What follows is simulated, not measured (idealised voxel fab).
process module | voxel transistor to metal
cross-section cut | 260 nm wide | cells 5 nm
A cross-section is a grid of square cells, given in bands from the top down. A band is one or more rows of cells.
Each band's line starts with the height of the band's top and of its bottom, in nm. Then come its materials from left to right, each with its width in nm. One material with "throughout" fills the band from edge to edge. "air" is empty space.
Height 0 is the level under which the wafer as received is all one material. The lowest band goes on downwards, as in "0 down".
A width such as "30 to 40" changes by the same amount from each row of cells to the next, from the band's top row to its bottom row.
"no change" after a step means that no cell of the cross-section changed.
closed voids: empty space of 8 cells or more with no open way to the top, each as width x height at its distance from the left edge, in nm
after a step's settings: what the simulator itself notes on the step
overlay nm, on a step with a mask: how far to the right of its planned place the mask lay; to the left if negative
plan
1 op RECEIVE | material Si
2 op OXIDIZE | depth nm 5
3 op CONFORMAL_DEP | material SiN | thk nm 15
4 op DIRECTIONAL_DEP | material aC | thk nm 10
5 op PATTERN | tone cover | mask id ACTIVE | material resist | width nm 100 | pitch nm 125 | thk nm 30 | overlay nm 0
6 op DIRECTIONAL_ETCH | etch materials aC | depth nm 10
7 op STRIP | etch materials resist
8 op DIRECTIONAL_ETCH | etch materials SiN | depth nm 15
9 op DIRECTIONAL_ETCH | etch materials SiO2 | depth nm 5
10 op DIRECTIONAL_ETCH | etch materials Si | depth nm 25
11 op STRIP | etch materials aC
12 op OXIDIZE | depth nm 5
13 op FILL_DEP | material SiO2 | thk nm 5
14 op CMP | height nm 15
15 op SELECTIVE_ETCH | etch materials SiO2 | depth nm 10
16 op STRIP | etch materials SiN
17 op SELECTIVE_ETCH | etch materials SiO2 | depth nm 5
18 op OXIDIZE | depth nm 5
19 op DIRECTIONAL_DEP | material polySi | thk nm 20
20 op DIRECTIONAL_DEP | material SiCN | thk nm 10
21 op DIRECTIONAL_DEP | material aC | thk nm 15
22 op PATTERN | tone cover | mask id GATE | material resist | width nm 20 | pitch nm 125 | thk nm 30 | overlay nm 0
23 op DIRECTIONAL_ETCH | etch materials aC | depth nm 15
24 op STRIP | etch materials resist
25 op DIRECTIONAL_ETCH | etch materials SiCN | depth nm 20
26 op DIRECTIONAL_ETCH | etch materials polySi | depth nm 30
27 op STRIP | etch materials aC
28 op CONFORMAL_DEP | material SiO2 | thk nm 5
29 op DIRECTIONAL_ETCH | etch materials SiO2 | depth nm 5
30 op CONFORMAL_DEP | material SiN | thk nm 5
31 op DIRECTIONAL_ETCH | etch materials SiN | depth nm 5
32 op DIRECTIONAL_ETCH | etch materials SiO2 | depth nm 5
33 op DIRECTIONAL_ETCH | etch materials Si | depth nm 15
34 op EPI | material nSi | thk nm 20
35 op FILL_DEP | material SiO2 | thk nm 10
36 op CMP | height nm 25
37 op DIRECTIONAL_DEP | material SiO2 | thk nm 10
38 op DIRECTIONAL_DEP | material aC | thk nm 10
39 op PATTERN | tone open | mask id CONTACT | material resist | width nm 20 | thk nm 30 | overlay nm 0
40 op DIRECTIONAL_ETCH | etch materials aC | depth nm 10
41 op STRIP | etch materials resist
42 op DIRECTIONAL_ETCH | etch materials SiO2 | depth nm 40
43 op STRIP | etch materials aC
44 op CONFORMAL_DEP | material TiN | thk nm 5
45 op FILL_DEP | material W | thk nm 5
46 op CMP | height nm 35
47 op DIRECTIONAL_DEP | material TiN | thk nm 5
48 op DIRECTIONAL_DEP | material W | thk nm 25
49 op MASKED_ETCH | tone cover | mask id METAL_1 | width nm 20 | etch materials W | depth nm 25 | overlay nm 0
50 op MASKED_ETCH | tone cover | mask id METAL_1 | width nm 20 | etch materials TiN | depth nm 5 | overlay nm 0
51 op FILL_DEP | material SiO2 | thk nm 10
52 op CMP | height nm 65
53 op CONFORMAL_DEP | material SiCN | thk nm 5
first wafer, as planned
as received, after step 1
  0 down: Si throughout
  closed voids: none
after step 2
  0 to -5: SiO2 throughout
  below -5: unchanged
after step 3
  15 to 0: SiN throughout
  below 0: unchanged
after step 4
  25 to 15: aC throughout
  below 15: unchanged
after step 5
  55 to 25: air 15 | resist 100 | air 25 | resist 100 | air 20
  below 25: unchanged
after step 6
  45 to 25: air 15 | resist 100 | air 25 | resist 100 | air 20
  25 to 15: air 15 | aC 100 | air 25 | aC 100 | air 20
  below 15: unchanged
after step 7
  25 to 15: air 15 | aC 100 | air 25 | aC 100 | air 20
  below 15: unchanged
after step 8
  25 to 15: air 15 | aC 100 | air 25 | aC 100 | air 20
  15 to 0: air 15 | SiN 100 | air 25 | SiN 100 | air 20
  below 0: unchanged
after step 9
  25 to 15: air 15 | aC 100 | air 25 | aC 100 | air 20
  15 to 0: air 15 | SiN 100 | air 25 | SiN 100 | air 20
  0 to -5: air 15 | SiO2 100 | air 25 | SiO2 100 | air 20
  below -5: unchanged
after step 10
  25 to 15: air 15 | aC 100 | air 25 | aC 100 | air 20
  15 to 0: air 15 | SiN 100 | air 25 | SiN 100 | air 20
  0 to -5: air 15 | SiO2 100 | air 25 | SiO2 100 | air 20
  -5 to -30: air 15 | Si 100 | air 25 | Si 100 | air 20
  below -30: unchanged
after step 11
  15 to 0: air 15 | SiN 100 | air 25 | SiN 100 | air 20
  below 0: unchanged
after step 12
  15 to 0: air 15 | SiN 100 | air 25 | SiN 100 | air 20
  0 to -5: air 15 | SiO2 100 | air 25 | SiO2 100 | air 20
  -5 to -30: air 15 | SiO2 5 | Si 90 | SiO2 5 | air 25 | SiO2 5 | Si 90 | SiO2 5 | air 20
  -30 to -35: SiO2 20 | Si 90 | SiO2 35 | Si 90 | SiO2 25
  below -35: unchanged
after step 13
  20 to 15: SiO2 throughout
  15 to 0: SiO2 15 | SiN 100 | SiO2 25 | SiN 100 | SiO2 20
  0 to -5: SiO2 throughout
  -5 to -35: SiO2 20 | Si 90 | SiO2 35 | Si 90 | SiO2 25
  below -35: unchanged
after step 14
  15 to 0: SiO2 15 | SiN 100 | SiO2 25 | SiN 100 | SiO2 20
  below 0: unchanged
after step 15
  15 to 5: air 15 | SiN 100 | air 25 | SiN 100 | air 20
  below 5: unchanged
after step 16
  5 to 0: SiO2 15 | air 100 | SiO2 25 | air 100 | SiO2 20
  below 0: unchanged
after step 17
  0 to -5: SiO2 10 | air 110 | SiO2 15 | air 110 | SiO2 15
  below -5: unchanged
after step 18
  0 to -5: SiO2 10 | air 110 | SiO2 15 | air 110 | SiO2 15
  -5 to -10: SiO2 throughout
  below -10: unchanged
after step 19
  20 to 15: polySi 10 | air 110 | polySi 15 | air 110 | polySi 15
  15 to 0: polySi throughout
  0 to -5: SiO2 10 | polySi 110 | SiO2 15 | polySi 110 | SiO2 15
  below -5: unchanged
after step 20
  30 to 25: SiCN 10 | air 110 | SiCN 15 | air 110 | SiCN 15
  25 to 20: SiCN throughout
  20 to 15: polySi 10 | SiCN 110 | polySi 15 | SiCN 110 | polySi 15
  below 15: unchanged
after step 21
  45 to 40: aC 10 | air 110 | aC 15 | air 110 | aC 15
  40 to 30: aC throughout
  30 to 25: SiCN 10 | aC 110 | SiCN 15 | aC 110 | SiCN 15
  below 25: unchanged
after step 22
  75 to 45: air 55 | resist 20 | air 105 | resist 20 | air 60
  45 to 40: aC 10 | air 45 | resist 20 | air 45 | aC 15 | air 45 | resist 20 | air 45 | aC 15
  below 40: unchanged
after step 23
  60 to 40: air 55 | resist 20 | air 105 | resist 20 | air 60
  40 to 30: air 55 | aC 20 | air 105 | aC 20 | air 60
  30 to 25: SiCN 10 | air 45 | aC 20 | air 45 | SiCN 15 | air 45 | aC 20 | air 45 | SiCN 15
  below 25: unchanged
after step 24
  40 to 30: air 55 | aC 20 | air 105 | aC 20 | air 60
  below 30: unchanged
after step 25
  40 to 25: air 55 | aC 20 | air 105 | aC 20 | air 60
  25 to 20: air 55 | SiCN 20 | air 105 | SiCN 20 | air 60
  20 to 15: polySi 10 | air 45 | SiCN 20 | air 45 | polySi 15 | air 45 | SiCN 20 | air 45 | polySi 15
  below 15: unchanged
after step 26
  40 to 25: air 55 | aC 20 | air 105 | aC 20 | air 60
  25 to 15: air 55 | SiCN 20 | air 105 | SiCN 20 | air 60
  15 to 0: air 55 | polySi 20 | air 105 | polySi 20 | air 60
  0 to -5: SiO2 10 | air 45 | polySi 20 | air 45 | SiO2 15 | air 45 | polySi 20 | air 45 | SiO2 15
  below -5: unchanged
after step 27
  25 to 15: air 55 | SiCN 20 | air 105 | SiCN 20 | air 60
  below 15: unchanged
after step 28
  30 to 25: air 50 | SiO2 30 | air 95 | SiO2 30 | air 55
  25 to 15: air 50 | SiO2 5 | SiCN 20 | SiO2 5 | air 95 | SiO2 5 | SiCN 20 | SiO2 5 | air 55
  15 to 5: air 50 | SiO2 5 | polySi 20 | SiO2 5 | air 95 | SiO2 5 | polySi 20 | SiO2 5 | air 55
  5 to 0: SiO2 15 | air 35 | SiO2 5 | polySi 20 | SiO2 5 | air 35 | SiO2 25 | air 35 | SiO2 5 | polySi 20 | SiO2 5 | air 35 | SiO2 20
  0 to -5: SiO2 55 | polySi 20 | SiO2 105 | polySi 20 | SiO2 60
  below -5: unchanged
after step 29
  25 to 15: air 50 | SiO2 5 | SiCN 20 | SiO2 5 | air 95 | SiO2 5 | SiCN 20 | SiO2 5 | air 55
  15 to 0: air 50 | SiO2 5 | polySi 20 | SiO2 5 | air 95 | SiO2 5 | polySi 20 | SiO2 5 | air 55
  0 to -5: SiO2 15 | air 35 | SiO2 5 | polySi 20 | SiO2 5 | air 35 | SiO2 25 | air 35 | SiO2 5 | polySi 20 | SiO2 5 | air 35 | SiO2 20
  below -5: unchanged
after step 30
  30 to 25: air 45 | SiN 40 | air 85 | SiN 40 | air 50
  25 to 15: air 45 | SiN 5 | SiO2 5 | SiCN 20 | SiO2 5 | SiN 5 | air 85 | SiN 5 | SiO2 5 | SiCN 20 | SiO2 5 | SiN 5 | air 50
  15 to 5: air 45 | SiN 5 | SiO2 5 | polySi 20 | SiO2 5 | SiN 5 | air 85 | SiN 5 | SiO2 5 | polySi 20 | SiO2 5 | SiN 5 | air 50
  5 to 0: SiN 20 | air 25 | SiN 5 | SiO2 5 | polySi 20 | SiO2 5 | SiN 5 | air 25 | SiN 35 | air 25 | SiN 5 | SiO2 5 | polySi 20 | SiO2 5 | SiN 5 | air 25 | SiN 25
  0 to -5: SiO2 15 | SiN 35 | SiO2 5 | polySi 20 | SiO2 5 | SiN 35 | SiO2 25 | SiN 35 | SiO2 5 | polySi 20 | SiO2 5 | SiN 35 | SiO2 20
  below -5: unchanged
after step 31
  25 to 15: air 45 | SiN 5 | SiO2 5 | SiCN 20 | SiO2 5 | SiN 5 | air 85 | SiN 5 | SiO2 5 | SiCN 20 | SiO2 5 | SiN 5 | air 50
  15 to 0: air 45 | SiN 5 | SiO2 5 | polySi 20 | SiO2 5 | SiN 5 | air 85 | SiN 5 | SiO2 5 | polySi 20 | SiO2 5 | SiN 5 | air 50
  0 to -5: SiO2 15 | SiN 5 | air 25 | SiN 5 | SiO2 5 | polySi 20 | SiO2 5 | SiN 5 | air 25 | SiN 5 | SiO2 25 | SiN 5 | air 25 | SiN 5 | SiO2 5 | polySi 20 | SiO2 5 | SiN 5 | air 25 | SiN 5 | SiO2 20
  below -5: unchanged
after step 32
  25 to 20: air 45 | SiN 5 | air 5 | SiCN 20 | air 5 | SiN 5 | air 85 | SiN 5 | air 5 | SiCN 20 | air 5 | SiN 5 | air 50
  20 to 15: air 45 | SiN 5 | SiO2 5 | SiCN 20 | SiO2 5 | SiN 5 | air 85 | SiN 5 | SiO2 5 | SiCN 20 | SiO2 5 | SiN 5 | air 50
  15 to 0: air 45 | SiN 5 | SiO2 5 | polySi 20 | SiO2 5 | SiN 5 | air 85 | SiN 5 | SiO2 5 | polySi 20 | SiO2 5 | SiN 5 | air 50
  0 to -5: air 15 | SiN 5 | air 25 | SiN 5 | SiO2 5 | polySi 20 | SiO2 5 | SiN 5 | air 25 | SiN 5 | air 25 | SiN 5 | air 25 | SiN 5 | SiO2 5 | polySi 20 | SiO2 5 | SiN 5 | air 25 | SiN 5 | air 20
  -5 to -10: SiO2 20 | air 25 | SiO2 40 | air 25 | SiO2 35 | air 25 | SiO2 40 | air 25 | SiO2 25
  below -10: unchanged
after step 33
  25 to 20: air 45 | SiN 5 | air 5 | SiCN 20 | air 5 | SiN 5 | air 85 | SiN 5 | air 5 | SiCN 20 | air 5 | SiN 5 | air 50
  20 to 15: air 45 | SiN 5 | SiO2 5 | SiCN 20 | SiO2 5 | SiN 5 | air 85 | SiN 5 | SiO2 5 | SiCN 20 | SiO2 5 | SiN 5 | air 50
  15 to 0: air 45 | SiN 5 | SiO2 5 | polySi 20 | SiO2 5 | SiN 5 | air 85 | SiN 5 | SiO2 5 | polySi 20 | SiO2 5 | SiN 5 | air 50
  0 to -5: air 15 | SiN 5 | air 25 | SiN 5 | SiO2 5 | polySi 20 | SiO2 5 | SiN 5 | air 25 | SiN 5 | air 25 | SiN 5 | air 25 | SiN 5 | SiO2 5 | polySi 20 | SiO2 5 | SiN 5 | air 25 | SiN 5 | air 20
  -5 to -10: SiO2 20 | air 25 | SiO2 40 | air 25 | SiO2 35 | air 25 | SiO2 40 | air 25 | SiO2 25
  -10 to -25: SiO2 20 | air 25 | Si 40 | air 25 | SiO2 35 | air 25 | Si 40 | air 25 | SiO2 25
  below -25: unchanged
after step 34
  25 to 20: air 45 | SiN 5 | air 5 | SiCN 20 | air 5 | SiN 5 | air 85 | SiN 5 | air 5 | SiCN 20 | air 5 | SiN 5 | air 50
  20 to 15: air 45 | SiN 5 | SiO2 5 | SiCN 20 | SiO2 5 | SiN 5 | air 85 | SiN 5 | SiO2 5 | SiCN 20 | SiO2 5 | SiN 5 | air 50
  15 to 10: air 45 | SiN 5 | SiO2 5 | polySi 20 | SiO2 5 | SiN 5 | air 85 | SiN 5 | SiO2 5 | polySi 20 | SiO2 5 | SiN 5 | air 50
  10 to 0: air 25 | nSi 20 | SiN 5 | SiO2 5 | polySi 20 | SiO2 5 | SiN 5 | nSi 20 | air 45 | nSi 20 | SiN 5 | SiO2 5 | polySi 20 | SiO2 5 | SiN 5 | nSi 20 | air 30
  0 to -5: air 15 | SiN 5 | air 5 | nSi 20 | SiN 5 | SiO2 5 | polySi 20 | SiO2 5 | SiN 5 | nSi 20 | air 5 | SiN 5 | air 25 | SiN 5 | air 5 | nSi 20 | SiN 5 | SiO2 5 | polySi 20 | SiO2 5 | SiN 5 | nSi 20 | air 5 | SiN 5 | air 20
  -5 to -10: SiO2 20 | nSi 25 | SiO2 40 | nSi 25 | SiO2 35 | nSi 25 | SiO2 40 | nSi 25 | SiO2 25
  -10 to -25: SiO2 20 | nSi 25 | Si 40 | nSi 25 | SiO2 35 | nSi 25 | Si 40 | nSi 25 | SiO2 25
  below -25: unchanged
after step 35
  35 to 25: SiO2 throughout
  25 to 15: SiO2 45 | SiN 5 | SiO2 5 | SiCN 20 | SiO2 5 | SiN 5 | SiO2 85 | SiN 5 | SiO2 5 | SiCN 20 | SiO2 5 | SiN 5 | SiO2 50
  15 to 10: SiO2 45 | SiN 5 | SiO2 5 | polySi 20 | SiO2 5 | SiN 5 | SiO2 85 | SiN 5 | SiO2 5 | polySi 20 | SiO2 5 | SiN 5 | SiO2 50
  10 to 0: SiO2 25 | nSi 20 | SiN 5 | SiO2 5 | polySi 20 | SiO2 5 | SiN 5 | nSi 20 | SiO2 45 | nSi 20 | SiN 5 | SiO2 5 | polySi 20 | SiO2 5 | SiN 5 | nSi 20 | SiO2 30
  0 to -5: SiO2 15 | SiN 5 | SiO2 5 | nSi 20 | SiN 5 | SiO2 5 | polySi 20 | SiO2 5 | SiN 5 | nSi 20 | SiO2 5 | SiN 5 | SiO2 25 | SiN 5 | SiO2 5 | nSi 20 | SiN 5 | SiO2 5 | polySi 20 | SiO2 5 | SiN 5 | nSi 20 | SiO2 5 | SiN 5 | SiO2 20
  below -5: unchanged
after step 36
  25 to 15: SiO2 45 | SiN 5 | SiO2 5 | SiCN 20 | SiO2 5 | SiN 5 | SiO2 85 | SiN 5 | SiO2 5 | SiCN 20 | SiO2 5 | SiN 5 | SiO2 50
  below 15: unchanged
after step 37
  35 to 25: SiO2 throughout
  below 25: unchanged
after step 38
  45 to 35: aC throughout
  below 35: unchanged
after step 39
  75 to 45: resist 20 | air 20 | resist 50 | air 20 | resist 35 | air 20 | resist 50 | air 20 | resist 25
  below 45: unchanged
after step 40
  65 to 45: resist 20 | air 20 | resist 50 | air 20 | resist 35 | air 20 | resist 50 | air 20 | resist 25
  45 to 35: aC 20 | air 20 | aC 50 | air 20 | aC 35 | air 20 | aC 50 | air 20 | aC 25
  below 35: unchanged
after step 41
  45 to 35: aC 20 | air 20 | aC 50 | air 20 | aC 35 | air 20 | aC 50 | air 20 | aC 25
  below 35: unchanged
after step 42
  45 to 35: aC 20 | air 20 | aC 50 | air 20 | aC 35 | air 20 | aC 50 | air 20 | aC 25
  35 to 25: SiO2 20 | air 20 | SiO2 50 | air 20 | SiO2 35 | air 20 | SiO2 50 | air 20 | SiO2 25
  25 to 15: SiO2 20 | air 20 | SiO2 5 | SiN 5 | SiO2 5 | SiCN 20 | SiO2 5 | SiN 5 | SiO2 5 | air 20 | SiO2 35 | air 20 | SiO2 5 | SiN 5 | SiO2 5 | SiCN 20 | SiO2 5 | SiN 5 | SiO2 5 | air 20 | SiO2 25
  15 to 10: SiO2 20 | air 20 | SiO2 5 | SiN 5 | SiO2 5 | polySi 20 | SiO2 5 | SiN 5 | SiO2 5 | air 20 | SiO2 35 | air 20 | SiO2 5 | SiN 5 | SiO2 5 | polySi 20 | SiO2 5 | SiN 5 | SiO2 5 | air 20 | SiO2 25
  10 to 0: SiO2 20 | air 5 | nSi 20 | SiN 5 | SiO2 5 | polySi 20 | SiO2 5 | SiN 5 | nSi 20 | air 5 | SiO2 35 | air 5 | nSi 20 | SiN 5 | SiO2 5 | polySi 20 | SiO2 5 | SiN 5 | nSi 20 | air 5 | SiO2 25
  0 to -5: SiO2 15 | SiN 5 | air 5 | nSi 20 | SiN 5 | SiO2 5 | polySi 20 | SiO2 5 | SiN 5 | nSi 20 | air 5 | SiN 5 | SiO2 25 | SiN 5 | air 5 | nSi 20 | SiN 5 | SiO2 5 | polySi 20 | SiO2 5 | SiN 5 | nSi 20 | air 5 | SiN 5 | SiO2 20
  below -5: unchanged
after step 43
  35 to 25: SiO2 20 | air 20 | SiO2 50 | air 20 | SiO2 35 | air 20 | SiO2 50 | air 20 | SiO2 25
  below 25: unchanged
after step 44
  40 to 35: TiN 25 | air 10 | TiN 60 | air 10 | TiN 45 | air 10 | TiN 60 | air 10 | TiN 30
  35 to 25: SiO2 20 | TiN 5 | air 10 | TiN 5 | SiO2 50 | TiN 5 | air 10 | TiN 5 | SiO2 35 | TiN 5 | air 10 | TiN 5 | SiO2 50 | TiN 5 | air 10 | TiN 5 | SiO2 25
  25 to 15: SiO2 20 | TiN 5 | air 10 | TiN 5 | SiO2 5 | SiN 5 | SiO2 5 | SiCN 20 | SiO2 5 | SiN 5 | SiO2 5 | TiN 5 | air 10 | TiN 5 | SiO2 35 | TiN 5 | air 10 | TiN 5 | SiO2 5 | SiN 5 | SiO2 5 | SiCN 20 | SiO2 5 | SiN 5 | SiO2 5 | TiN 5 | air 10 | TiN 5 | SiO2 25
  15 to 10: SiO2 20 | TiN 20 | SiO2 5 | SiN 5 | SiO2 5 | polySi 20 | SiO2 5 | SiN 5 | SiO2 5 | TiN 20 | SiO2 35 | TiN 20 | SiO2 5 | SiN 5 | SiO2 5 | polySi 20 | SiO2 5 | SiN 5 | SiO2 5 | TiN 20 | SiO2 25
  10 to 0: SiO2 20 | TiN 5 | nSi 20 | SiN 5 | SiO2 5 | polySi 20 | SiO2 5 | SiN 5 | nSi 20 | TiN 5 | SiO2 35 | TiN 5 | nSi 20 | SiN 5 | SiO2 5 | polySi 20 | SiO2 5 | SiN 5 | nSi 20 | TiN 5 | SiO2 25
  0 to -5: SiO2 15 | SiN 5 | TiN 5 | nSi 20 | SiN 5 | SiO2 5 | polySi 20 | SiO2 5 | SiN 5 | nSi 20 | TiN 5 | SiN 5 | SiO2 25 | SiN 5 | TiN 5 | nSi 20 | SiN 5 | SiO2 5 | polySi 20 | SiO2 5 | SiN 5 | nSi 20 | TiN 5 | SiN 5 | SiO2 20
  below -5: unchanged
after step 45
  45 to 40: W throughout
  40 to 35: TiN 25 | W 10 | TiN 60 | W 10 | TiN 45 | W 10 | TiN 60 | W 10 | TiN 30
  35 to 25: SiO2 20 | TiN 5 | W 10 | TiN 5 | SiO2 50 | TiN 5 | W 10 | TiN 5 | SiO2 35 | TiN 5 | W 10 | TiN 5 | SiO2 50 | TiN 5 | W 10 | TiN 5 | SiO2 25
  25 to 15: SiO2 20 | TiN 5 | W 10 | TiN 5 | SiO2 5 | SiN 5 | SiO2 5 | SiCN 20 | SiO2 5 | SiN 5 | SiO2 5 | TiN 5 | W 10 | TiN 5 | SiO2 35 | TiN 5 | W 10 | TiN 5 | SiO2 5 | SiN 5 | SiO2 5 | SiCN 20 | SiO2 5 | SiN 5 | SiO2 5 | TiN 5 | W 10 | TiN 5 | SiO2 25
  below 15: unchanged
after step 46
  35 to 25: SiO2 20 | TiN 5 | W 10 | TiN 5 | SiO2 50 | TiN 5 | W 10 | TiN 5 | SiO2 35 | TiN 5 | W 10 | TiN 5 | SiO2 50 | TiN 5 | W 10 | TiN 5 | SiO2 25
  below 25: unchanged
after step 47
  40 to 35: TiN throughout
  below 35: unchanged
after step 48
  65 to 40: W throughout
  below 40: unchanged
after step 49
  65 to 40: air 20 | W 20 | air 50 | W 20 | air 35 | W 20 | air 50 | W 20 | air 25
  below 40: unchanged
after step 50
  65 to 40: air 20 | W 20 | air 50 | W 20 | air 35 | W 20 | air 50 | W 20 | air 25
  40 to 35: air 20 | TiN 20 | air 50 | TiN 20 | air 35 | TiN 20 | air 50 | TiN 20 | air 25
  below 35: unchanged
after step 51
  75 to 65: SiO2 throughout
  65 to 40: SiO2 20 | W 20 | SiO2 50 | W 20 | SiO2 35 | W 20 | SiO2 50 | W 20 | SiO2 25
  40 to 35: SiO2 20 | TiN 20 | SiO2 50 | TiN 20 | SiO2 35 | TiN 20 | SiO2 50 | TiN 20 | SiO2 25
  below 35: unchanged
after step 52
  65 to 40: SiO2 20 | W 20 | SiO2 50 | W 20 | SiO2 35 | W 20 | SiO2 50 | W 20 | SiO2 25
  below 40: unchanged
after step 53
  70 to 65: SiCN throughout
  below 65: unchanged
second wafer: like start, like plan, one mistake. Through step 29 it matches the first wafer
when step 30 should have ended: no change
when step 31 should have ended: no change
when step 32 should have ended
  25 to 20: air 55 | SiCN 20 | air 105 | SiCN 20 | air 60
  20 to 15: air 50 | SiO2 5 | SiCN 20 | SiO2 5 | air 95 | SiO2 5 | SiCN 20 | SiO2 5 | air 55
  15 to -5: air 50 | SiO2 5 | polySi 20 | SiO2 5 | air 95 | SiO2 5 | polySi 20 | SiO2 5 | air 55
  -5 to -10: SiO2 15 | air 35 | SiO2 30 | air 35 | SiO2 25 | air 35 | SiO2 30 | air 35 | SiO2 20
  below -10: unchanged
when step 33 should have ended
  25 to 20: air 55 | SiCN 20 | air 105 | SiCN 20 | air 60
  20 to 15: air 50 | SiO2 5 | SiCN 20 | SiO2 5 | air 95 | SiO2 5 | SiCN 20 | SiO2 5 | air 55
  15 to -5: air 50 | SiO2 5 | polySi 20 | SiO2 5 | air 95 | SiO2 5 | polySi 20 | SiO2 5 | air 55
  -5 to -10: SiO2 15 | air 35 | SiO2 30 | air 35 | SiO2 25 | air 35 | SiO2 30 | air 35 | SiO2 20
  -10 to -25: SiO2 20 | air 30 | Si 30 | air 30 | SiO2 35 | air 30 | Si 30 | air 30 | SiO2 25
  below -25: unchanged
when step 34 should have ended
  25 to 20: air 55 | SiCN 20 | air 105 | SiCN 20 | air 60
  20 to 15: air 50 | SiO2 5 | SiCN 20 | SiO2 5 | air 95 | SiO2 5 | SiCN 20 | SiO2 5 | air 55
  15 to 10: air 50 | SiO2 5 | polySi 20 | SiO2 5 | air 95 | SiO2 5 | polySi 20 | SiO2 5 | air 55
  10 to -5: air 30 | nSi 20 | SiO2 5 | polySi 20 | SiO2 5 | nSi 20 | air 55 | nSi 20 | SiO2 5 | polySi 20 | SiO2 5 | nSi 20 | air 35
  -5 to -10: SiO2 15 | nSi 35 | SiO2 30 | nSi 35 | SiO2 25 | nSi 35 | SiO2 30 | nSi 35 | SiO2 20
  -10 to -25: SiO2 20 | nSi 30 | Si 30 | nSi 30 | SiO2 35 | nSi 30 | Si 30 | nSi 30 | SiO2 25
  below -25: unchanged
when step 35 should have ended
  35 to 25: SiO2 throughout
  25 to 15: SiO2 55 | SiCN 20 | SiO2 105 | SiCN 20 | SiO2 60
  15 to 10: SiO2 55 | polySi 20 | SiO2 105 | polySi 20 | SiO2 60
  10 to -5: SiO2 30 | nSi 20 | SiO2 5 | polySi 20 | SiO2 5 | nSi 20 | SiO2 55 | nSi 20 | SiO2 5 | polySi 20 | SiO2 5 | nSi 20 | SiO2 35
  below -5: unchanged
when step 36 should have ended
  25 to 15: SiO2 55 | SiCN 20 | SiO2 105 | SiCN 20 | SiO2 60
  below 15: unchanged
when step 37 should have ended
  35 to 25: SiO2 throughout
  below 25: unchanged
when step 38 should have ended
  45 to 35: aC throughout
  below 35: unchanged
when step 39 should have ended
  75 to 45: resist 20 | air 20 | resist 50 | air 20 | resist 35 | air 20 | resist 50 | air 20 | resist 25
  below 45: unchanged
when step 40 should have ended
  65 to 45: resist 20 | air 20 | resist 50 | air 20 | resist 35 | air 20 | resist 50 | air 20 | resist 25
  45 to 35: aC 20 | air 20 | aC 50 | air 20 | aC 35 | air 20 | aC 50 | air 20 | aC 25
  below 35: unchanged
when step 41 should have ended
  45 to 35: aC 20 | air 20 | aC 50 | air 20 | aC 35 | air 20 | aC 50 | air 20 | aC 25
  below 35: unchanged
when step 42 should have ended
  45 to 35: aC 20 | air 20 | aC 50 | air 20 | aC 35 | air 20 | aC 50 | air 20 | aC 25
  35 to 25: SiO2 20 | air 20 | SiO2 50 | air 20 | SiO2 35 | air 20 | SiO2 50 | air 20 | SiO2 25
  25 to 15: SiO2 20 | air 20 | SiO2 15 | SiCN 20 | SiO2 15 | air 20 | SiO2 35 | air 20 | SiO2 15 | SiCN 20 | SiO2 15 | air 20 | SiO2 25
  15 to 10: SiO2 20 | air 20 | SiO2 15 | polySi 20 | SiO2 15 | air 20 | SiO2 35 | air 20 | SiO2 15 | polySi 20 | SiO2 15 | air 20 | SiO2 25
  10 to -5: SiO2 20 | air 10 | nSi 20 | SiO2 5 | polySi 20 | SiO2 5 | nSi 20 | air 10 | SiO2 35 | air 10 | nSi 20 | SiO2 5 | polySi 20 | SiO2 5 | nSi 20 | air 10 | SiO2 25
  below -5: unchanged
when step 43 should have ended
  35 to 25: SiO2 20 | air 20 | SiO2 50 | air 20 | SiO2 35 | air 20 | SiO2 50 | air 20 | SiO2 25
  below 25: unchanged
when step 44 should have ended
  40 to 35: TiN 25 | air 10 | TiN 60 | air 10 | TiN 45 | air 10 | TiN 60 | air 10 | TiN 30
  35 to 25: SiO2 20 | TiN 5 | air 10 | TiN 5 | SiO2 50 | TiN 5 | air 10 | TiN 5 | SiO2 35 | TiN 5 | air 10 | TiN 5 | SiO2 50 | TiN 5 | air 10 | TiN 5 | SiO2 25
  25 to 15: SiO2 20 | TiN 5 | air 10 | TiN 5 | SiO2 15 | SiCN 20 | SiO2 15 | TiN 5 | air 10 | TiN 5 | SiO2 35 | TiN 5 | air 10 | TiN 5 | SiO2 15 | SiCN 20 | SiO2 15 | TiN 5 | air 10 | TiN 5 | SiO2 25
  15 to 10: SiO2 20 | TiN 20 | SiO2 15 | polySi 20 | SiO2 15 | TiN 20 | SiO2 35 | TiN 20 | SiO2 15 | polySi 20 | SiO2 15 | TiN 20 | SiO2 25
  10 to -5: SiO2 20 | TiN 10 | nSi 20 | SiO2 5 | polySi 20 | SiO2 5 | nSi 20 | TiN 10 | SiO2 35 | TiN 10 | nSi 20 | SiO2 5 | polySi 20 | SiO2 5 | nSi 20 | TiN 10 | SiO2 25
  below -5: unchanged
when step 45 should have ended
  45 to 40: W throughout
  40 to 35: TiN 25 | W 10 | TiN 60 | W 10 | TiN 45 | W 10 | TiN 60 | W 10 | TiN 30
  35 to 25: SiO2 20 | TiN 5 | W 10 | TiN 5 | SiO2 50 | TiN 5 | W 10 | TiN 5 | SiO2 35 | TiN 5 | W 10 | TiN 5 | SiO2 50 | TiN 5 | W 10 | TiN 5 | SiO2 25
  25 to 15: SiO2 20 | TiN 5 | W 10 | TiN 5 | SiO2 15 | SiCN 20 | SiO2 15 | TiN 5 | W 10 | TiN 5 | SiO2 35 | TiN 5 | W 10 | TiN 5 | SiO2 15 | SiCN 20 | SiO2 15 | TiN 5 | W 10 | TiN 5 | SiO2 25
  below 15: unchanged
when step 46 should have ended
  35 to 25: SiO2 20 | TiN 5 | W 10 | TiN 5 | SiO2 50 | TiN 5 | W 10 | TiN 5 | SiO2 35 | TiN 5 | W 10 | TiN 5 | SiO2 50 | TiN 5 | W 10 | TiN 5 | SiO2 25
  below 25: unchanged
when step 47 should have ended
  40 to 35: TiN throughout
  below 35: unchanged
when step 48 should have ended
  65 to 40: W throughout
  below 40: unchanged
when step 49 should have ended
  65 to 40: air 20 | W 20 | air 50 | W 20 | air 35 | W 20 | air 50 | W 20 | air 25
  below 40: unchanged
when step 50 should have ended
  65 to 40: air 20 | W 20 | air 50 | W 20 | air 35 | W 20 | air 50 | W 20 | air 25
  40 to 35: air 20 | TiN 20 | air 50 | TiN 20 | air 35 | TiN 20 | air 50 | TiN 20 | air 25
  below 35: unchanged
when step 51 should have ended
  75 to 65: SiO2 throughout
  65 to 40: SiO2 20 | W 20 | SiO2 50 | W 20 | SiO2 35 | W 20 | SiO2 50 | W 20 | SiO2 25
  40 to 35: SiO2 20 | TiN 20 | SiO2 50 | TiN 20 | SiO2 35 | TiN 20 | SiO2 50 | TiN 20 | SiO2 25
  below 35: unchanged
when step 52 should have ended
  65 to 40: SiO2 20 | W 20 | SiO2 50 | W 20 | SiO2 35 | W 20 | SiO2 50 | W 20 | SiO2 25
  below 40: unchanged
when step 53 should have ended
  70 to 65: SiCN throughout
  below 65: unchanged
what went wrong: step 30 was left out
at the end the second wafer has, in cells: 12 fewer of Si | 28 fewer of SiN | 8 more of SiO2 | 12 more of TiN | 20 more of nSi
